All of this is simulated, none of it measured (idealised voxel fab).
process module | voxel lift off
Displayed cross-section: cut, width of 295 nm, square cells sized 5 nm.
In this document a cross-section is written as a grid of square cells. It is given as a series of bands, listed from the top down, and a band is one or more rows of cells. Band: top and bottom heights (nm) first, top before bottom; then materials from left to right, widths in nm. "everywhere" marks a sole material filling the band edge to edge. "blank" denotes empty space. Height datum 0, below which the as-received substrate wafer is one material. Lowest band open at the bottom, running downward: "0 -> down". Think of "30..40" as a width that walks from the first number to the second as you go down the band, top row to bottom row, taking equal-sized steps from row to row. Any step labelled "no change occurred" changed none of the cells in the cross-section. The list in "Tabulated closed voids" covers empty spaces of 8 cells or more that cannot reach the top through any open way, and it gives each as width x height at distance; the distance is from the left edge, and width, height and distance are in nm. Note: text after step settings on the step line = simulator remark on that step. A step's line can hold "overlay nm"; with a mask on that step, the setting says how far right of the planned place the mask lay, while a negative setting says it lay to the left.
Process steps foreseen in the plan:
1 RECEIVE [material Si]
2 CONFORMAL_DEP [material SiN] [thk nm 5]
3 PATTERN [tone open] [mask id LINES] [material resist] [width nm 25] [pitch nm 55] [thk nm 30] [overlay nm 0]
4 DIRECTIONAL_DEP [material Ru] [thk nm 15]
5 STRIP [etch materials resist]
6 CONFORMAL_DEP [material SiN] [thk nm 10]
The first of two wafers, run as planned:
As received (post step 1): cross-section:
* 0 -> down: Si everywhere
* Tabulated closed voids: none
Sectional view: wafer, after step 2:
* 5 -> 0: SiN everywhere
* Note: structure below 0 unchanged.
Sectional view: wafer, after step 3:
* 35 -> 5: 50 of resist, then 25 of blank, then 30 of resist, then 25 of blank, then 30 of resist, then 25 of blank, then 30 of resist, then 25 of blank, then 55 of resist
* Note: structure below 5 unchanged.
Sectional view: wafer, after step 4:
* 50 -> 35: 50 of Ru, then 25 of blank, then 30 of Ru, then 25 of blank, then 30 of Ru, then 25 of blank, then 30 of Ru, then 25 of blank, then 55 of Ru
* 35 -> 20: 50 of resist, then 25 of blank, then 30 of resist, then 25 of blank, then 30 of resist, then 25 of blank, then 30 of resist, then 25 of blank, then 55 of resist
* 20 -> 5: 50 of resist, then 25 of Ru, then 30 of resist, then 25 of Ru, then 30 of resist, then 25 of Ru, then 30 of resist, then 25 of Ru, then 55 of resist
* Note: structure below 5 unchanged.
Sectional view: wafer, after step 5:
* 20 -> 5: 50 of blank, then 25 of Ru, then 30 of blank, then 25 of Ru, then 30 of blank, then 25 of Ru, then 30 of blank, then 25 of Ru, then 55 of blank
* Note: structure below 5 unchanged.
Sectional view: wafer, after step 6:
* 30 -> 20: 40 of blank, then 45 of SiN, then 10 of blank, then 45 of SiN, then 10 of blank, then 45 of SiN, then 10 of blank, then 45 of SiN, then 45 of blank
* 20 -> 15: 40 of blank, then 10 of SiN, then 25 of Ru, then 10 of SiN, then 10 of blank, then 10 of SiN, then 25 of Ru, then 10 of SiN, then 10 of blank, then 10 of SiN, then 25 of Ru, then 10 of SiN, then 10 of blank, then 10 of SiN, then 25 of Ru, then 10 of SiN, then 45 of blank
* 15 -> 5: 50 of SiN, then 25 of Ru, then 30 of SiN, then 25 of Ru, then 30 of SiN, then 25 of Ru, then 30 of SiN, then 25 of Ru, then 55 of SiN
* Note: structure below 5 unchanged.
Okay, second wafer. Nothing different at the start, nothing different in the plan, just one mistake somewhere in the running. As far as step 5, counting that step, it's the first wafer all over again:
Second wafer at the planned finish of step 6, seen in cross-section:
* 35 -> 20: 35 of blank, then 220 of SiN, then 40 of blank
* 20 -> 5: 50 of SiN, then 25 of Ru, then 30 of SiN, then 25 of Ru, then 30 of SiN, then 25 of Ru, then 30 of SiN, then 25 of Ru, then 55 of SiN
* Note: structure below 5 unchanged.
What was the processing mistake? step 6, actual vs plan mismatch, actual run CONFORMAL_DEP [material SiN] [thk nm 15]
Final cells, second wafer relative to first, materials higher or lower: SiN: 83 more
